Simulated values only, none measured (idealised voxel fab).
Process module in this document: voxel capacitor over wiring
Cross-section cut spans 220 nm and uses square cells 5 nm in size.
Reading order for cross-sections: top band down to bottom band. Underlying form: a grid of square cells. Band size: one or more rows of cells.
Look at the band entry: it leads with the top's height and the bottom's height in nm. Then it lists the materials left to right, with a width in nm for each. The word "full width" on a single material says that material fills the band edge to edge. The word "blank" is empty space.
For the purposes of this specification, 0 denotes the height below which the wafer in its as-received condition is composed wholly of one material, and the lowermost band, lacking a lower limit, extends downward without end, as expressed in "0 nm and below".
You'd read "30..40" like this: the band's top row of cells is as wide as the first number, its bottom row is as wide as the second, and going down, every row changes width by the same amount as the row before did.
Any step labelled "changes: none" changed none of the cells in the cross-section.
Heads up: "Enclosed cavities" only lists the empty pockets with no open path to the top that are 8 cells or more, and it writes them as width x height at distance, distance from the left edge, in nm.
Heads up: the bit after the settings on a step's line is the simulator's remark on that step.
If you see "overlay nm" on a step's line and that step has a mask, it's telling you how far right of where it was planned the mask ended up; a negative number means it went left instead.
## Steps in the process plan
1 RECEIVE,material Si
2 CONFORMAL_DEP,material SiO2,thk nm 10
3 CONFORMAL_DEP,material SiN,thk nm 5
4 DIRECTIONAL_DEP,material SiO2,thk nm 15
5 PATTERN,tone open,mask id METAL_1,material resist,width nm 20,pitch nm 80,thk nm 20,overlay nm 0
6 DIRECTIONAL_ETCH,etch materials SiO2,depth nm 15
7 DIRECTIONAL_ETCH,etch materials SiN,depth nm 5
8 STRIP,etch materials resist
9 CONFORMAL_DEP,material TiN,thk nm 5
10 FILL_DEP,material Ru,thk nm 10
11 CMP,height nm 30
12 EPI,material Ru,thk nm 5
13 FILL_DEP,material SiCN,thk nm 5
14 DIRECTIONAL_DEP,material lowk,thk nm 20
15 DIRECTIONAL_DEP,material aC,thk nm 10
16 PATTERN,tone open,mask id PLUG_1,material resist,width nm 15,thk nm 25,overlay nm 0
17 DIRECTIONAL_ETCH,etch materials aC,depth nm 10
18 STRIP,etch materials resist
19 DIRECTIONAL_ETCH,etch materials lowk,depth nm 20
20 DIRECTIONAL_ETCH,etch materials SiCN,depth nm 5
21 STRIP,etch materials aC
22 EPI,material Ru,thk nm 10
23 EPI,material Ru,thk nm 10
24 EPI,material Ru,thk nm 5
25 DIRECTIONAL_DEP,material TiN,thk nm 5
26 DIRECTIONAL_DEP,material Al2O3,thk nm 5
27 DIRECTIONAL_DEP,material TiN,thk nm 5
28 DIRECTIONAL_DEP,material aC,thk nm 15
29 PATTERN,tone cover,mask id UPPER_PLATE,material resist,width nm 65,thk nm 35,overlay nm 0
30 DIRECTIONAL_ETCH,etch materials aC,depth nm 15
31 STRIP,etch materials resist
32 DIRECTIONAL_ETCH,etch materials TiN,depth nm 5
33 DIRECTIONAL_ETCH,etch materials Al2O3,depth nm 5
34 STRIP,etch materials aC
35 DIRECTIONAL_DEP,material aC,thk nm 15
36 PATTERN,tone cover,mask id LOWER_PLATE,material resist,width nm 75,thk nm 35,overlay nm 0
37 DIRECTIONAL_ETCH,etch materials aC,depth nm 15
38 STRIP,etch materials resist
39 DIRECTIONAL_ETCH,etch materials TiN,depth nm 5
40 STRIP,etch materials aC
41 FILL_DEP,material SiO2,thk nm 15
42 CMP,height nm 85
43 PATTERN,tone open,mask id PLUG_2,material resist,width nm 15,thk nm 15,overlay nm 0
44 DIRECTIONAL_ETCH,etch materials SiO2,depth nm 10
45 STRIP,etch materials resist
46 CONFORMAL_DEP,material TiN,thk nm 5
47 FILL_DEP,material Cu,thk nm 10
48 CMP,height nm 85
49 CONFORMAL_DEP,material SiN,thk nm 5
## Incoming wafer in cross-section (state: after step 1)
	0 nm and below: Si full width
	Enclosed cavities: none
## First wafer of two, sectioned at end of module; run went per plan
	90 nm to 85 nm: SiN full width
	85 nm to 80 nm: SiO2 75 nm  TiN 5 nm  Cu 5 nm  TiN 5 nm  SiO2 130 nm
	80 nm to 70 nm: SiO2 75..65 nm  TiN 15..65 nm  SiO2 130..90 nm
	70 nm to 65 nm: SiO2 65 nm  Al2O3 65 nm  SiO2 90 nm
	65 nm to 60 nm: SiO2 60 nm  TiN 75 nm  SiO2 85 nm
	60 nm to 40 nm: lowk 65 nm  Ru 15 nm  lowk 140 nm
	40 nm to 35 nm: SiCN 65 nm  Ru 15 nm  SiCN 140 nm
	35 nm to 30 nm: SiCN 55 nm  Ru 30 nm  SiCN 50 nm  Ru 30 nm  SiCN 55 nm
	30 nm to 15 nm: SiO2 60 nm  TiN 5 nm  Ru 10 nm  TiN 5 nm  SiO2 60 nm  TiN 5 nm  Ru 10 nm  TiN 5 nm  SiO2 60 nm
	15 nm to 10 nm: SiN 60 nm  TiN 20 nm  SiN 60 nm  TiN 20 nm  SiN 60 nm
	10 nm to 0 nm: SiO2 full width
	0 nm and below: Si full width
	Enclosed cavities: none
## So this is wafer number two of the two, cut at the end of the module - it started where the first did and had the same plan, we just got one thing wrong running it
	90 nm to 85 nm: SiN full width
	85 nm to 80 nm: SiO2 75 nm  TiN 5 nm  Cu 5 nm  TiN 5 nm  SiO2 130 nm
	80 nm to 75 nm: SiO2 75 nm  TiN 15 nm  SiO2 130 nm
	75 nm to 70 nm: SiO2 full width
	70 nm to 65 nm: SiO2 65 nm  Al2O3 65 nm  SiO2 90 nm
	65 nm to 60 nm: TiN 60 nm  SiO2 5 nm  TiN 65 nm  SiO2 5 nm  TiN 85 nm
	60 nm to 40 nm: lowk 65 nm  Ru 15 nm  lowk 140 nm
	40 nm to 35 nm: SiCN 65 nm  Ru 15 nm  SiCN 140 nm
	35 nm to 30 nm: SiCN 55 nm  Ru 30 nm  SiCN 50 nm  Ru 30 nm  SiCN 55 nm
	30 nm to 15 nm: SiO2 60 nm  TiN 5 nm  Ru 10 nm  TiN 5 nm  SiO2 60 nm  TiN 5 nm  Ru 10 nm  TiN 5 nm  SiO2 60 nm
	15 nm to 10 nm: SiN 60 nm  TiN 20 nm  SiN 60 nm  TiN 20 nm  SiN 60 nm
	10 nm to 0 nm: SiO2 full width
	0 nm and below: Si full width
	Enclosed cavities: none
what went wrong: so step 36 ended up running with a different setting than we planned, it ran as PATTERN,tone open,mask id LOWER_PLATE,material resist,width nm 75,thk nm 35,overlay nm 0
FYI, end of process, the second wafer has more or fewer cells of some materials than the first: SiO2 -14, TiN +14
